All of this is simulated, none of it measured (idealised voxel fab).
Process module, titled voxel ribs on slabs
Section shown: cut. Width: 250 nm. Cell size: 5 nm, square.
Cross-sections here: square-cell grids, written as top-down lists of bands, a band being one or more rows of cells. Each band's line starts with the height of the band's top and of its bottom, in nm. Then come its materials from left to right, each with its width in nm. One material with "all across" fills the band from edge to edge. "empty" is empty space. We count height from 0. Below that, the starting wafer is all one material. The lowest band never ends at the bottom but goes on down; see "0 -> down" for how that is written. Width "30 to 40": first value at the band's top row of cells, second value at its bottom row, equal change from row to row. Basically "stayed the same" means that step didn't change any cell in the cross-section. "Enclosed void catalog" contains a list of empty spaces, each no smaller than 8 cells and without an open way to the top, written in the form width x height at distance with the distance from the left edge and all three in nm. On a step's line, text after the settings is the simulator commenting on that step. Regarding "overlay nm": on a step with a mask, it is the distance the mask lay to the right of its planned place; a negative value places it to the left.

## So here's the lineup of process steps we planned
step 1: RECEIVE, material Si
step 2: DIRECTIONAL_DEP, material SiO2, thk nm 30
step 3: DIRECTIONAL_DEP, material polySi, thk nm 20
step 4: PATTERN, tone cover, mask id RIB, material resist, width nm 30, thk nm 20, overlay nm 0
step 5: DIRECTIONAL_ETCH, etch materials polySi, depth nm 5
step 6: STRIP, etch materials resist
step 7: MASKED_ETCH, tone cover, mask id SLAB, width nm 90, etch materials polySi, depth nm 15, overlay nm 0
step 8: FILL_DEP, material SiO2, thk nm 15
step 9: CMP, height nm 60
step 10: DIRECTIONAL_DEP, material TiN, thk nm 5
step 11: DIRECTIONAL_DEP, material aC, thk nm 10
step 12: PATTERN, tone cover, mask id HEATER, material resist, width nm 40, thk nm 25, overlay nm 0
step 13: DIRECTIONAL_ETCH, etch materials aC, depth nm 10
step 14: STRIP, etch materials resist
step 15: DIRECTIONAL_ETCH, etch materials TiN, depth nm 5
step 16: STRIP, etch materials aC
step 17: CONFORMAL_DEP, material SiO2, thk nm 10

## On the first of the two wafers: run conducted according to plan

## Wafer as received: cross-section following step 1
0 -> down  Si all across
Enclosed void catalog: none

## The wafer, seen in cross-section, after step 2
30 -> 0  SiO2 all across
Lower than 0, everything is as it was.

## The wafer, seen in cross-section, after step 3
50 -> 30  polySi all across
Lower than 30, everything is as it was.

## The wafer, seen in cross-section, after step 4
70 -> 50  empty 110  resist 30  empty 110
Lower than 50, everything is as it was.

## The wafer, seen in cross-section, after step 5
70 -> 50  empty 110  resist 30  empty 110
50 -> 45  empty 110  polySi 30  empty 110
Lower than 45, everything is as it was.

## The wafer, seen in cross-section, after step 6
50 -> 45  empty 110  polySi 30  empty 110
Lower than 45, everything is as it was.

## The wafer, seen in cross-section, after step 7
50 -> 45  empty 110  polySi 30  empty 110
45 -> 30  empty 80  polySi 90  empty 80
Lower than 30, everything is as it was.

## The wafer, seen in cross-section, after step 8
65 -> 50  SiO2 all across
50 -> 45  SiO2 110  polySi 30  SiO2 110
45 -> 30  SiO2 80  polySi 90  SiO2 80
Lower than 30, everything is as it was.

## The wafer, seen in cross-section, after step 9
60 -> 50  SiO2 all across
Lower than 50, everything is as it was.

## The wafer, seen in cross-section, after step 10
65 -> 60  TiN all across
Lower than 60, everything is as it was.

## The wafer, seen in cross-section, after step 11
75 -> 65  aC all across
Lower than 65, everything is as it was.

## The wafer, seen in cross-section, after step 12
100 -> 75  empty 105  resist 40  empty 105
Lower than 75, everything is as it was.

## The wafer, seen in cross-section, after step 13
90 -> 75  empty 105  resist 40  empty 105
75 -> 65  empty 105  aC 40  empty 105
Lower than 65, everything is as it was.

## The wafer, seen in cross-section, after step 14
75 -> 65  empty 105  aC 40  empty 105
Lower than 65, everything is as it was.

## The wafer, seen in cross-section, after step 15
75 -> 65  empty 105  aC 40  empty 105
65 -> 60  empty 105  TiN 40  empty 105
Lower than 60, everything is as it was.

## The wafer, seen in cross-section, after step 16
65 -> 60  empty 105  TiN 40  empty 105
Lower than 60, everything is as it was.

## The wafer, seen in cross-section, after step 17
75 -> 70  empty 95  SiO2 60  empty 95
70 -> 65  SiO2 all across
65 -> 60  SiO2 105  TiN 40  SiO2 105
Lower than 60, everything is as it was.

## Wafer two. Same start, same plan, one slip in execution. Same as wafer one through step 1, inclusive

## Cross-sectional view of the second wafer at the intended end time of process step 2
20 -> 0  polySi all across
Lower than 0, everything is as it was.

## Cross-sectional view of the second wafer at the intended end time of process step 3
50 -> 20  SiO2 all across
Lower than 20, everything is as it was.

## Cross-sectional view of the second wafer at the intended end time of process step 4
70 -> 50  empty 110  resist 30  empty 110
Lower than 50, everything is as it was.

Cross-sectional view of the second wafer at the intended end time of process step 5: stayed the same

## Cross-sectional view of the second wafer at the intended end time of process step 6
50 -> 20  SiO2 all across
Lower than 20, everything is as it was.

Cross-sectional view of the second wafer at the intended end time of process step 7: stayed the same

## Cross-sectional view of the second wafer at the intended end time of process step 8
65 -> 20  SiO2 all across
Lower than 20, everything is as it was.

## Cross-sectional view of the second wafer at the intended end time of process step 9
60 -> 20  SiO2 all across
Lower than 20, everything is as it was.

## Cross-sectional view of the second wafer at the intended end time of process step 10
65 -> 60  TiN all across
Lower than 60, everything is as it was.

## Cross-sectional view of the second wafer at the intended end time of process step 11
75 -> 65  aC all across
Lower than 65, everything is as it was.

## Cross-sectional view of the second wafer at the intended end time of process step 12
100 -> 75  empty 105  resist 40  empty 105
Lower than 75, everything is as it was.

## Cross-sectional view of the second wafer at the intended end time of process step 13
90 -> 75  empty 105  resist 40  empty 105
75 -> 65  empty 105  aC 40  empty 105
Lower than 65, everything is as it was.

## Cross-sectional view of the second wafer at the intended end time of process step 14
75 -> 65  empty 105  aC 40  empty 105
Lower than 65, everything is as it was.

## Cross-sectional view of the second wafer at the intended end time of process step 15
75 -> 65  empty 105  aC 40  empty 105
65 -> 60  empty 105  TiN 40  empty 105
Lower than 60, everything is as it was.

## Cross-sectional view of the second wafer at the intended end time of process step 16
65 -> 60  empty 105  TiN 40  empty 105
Lower than 60, everything is as it was.

## Cross-sectional view of the second wafer at the intended end time of process step 17
75 -> 70  empty 95  SiO2 60  empty 95
70 -> 65  SiO2 all across
65 -> 60  SiO2 105  TiN 40  SiO2 105
Lower than 60, everything is as it was.
Want to know what went wrong? steps 2 and 3: order swapped relative to plan
Wrapping up, a cell-based count of both wafers puts the second over or under the first for these materials: -140 SiO2, +140 polySi
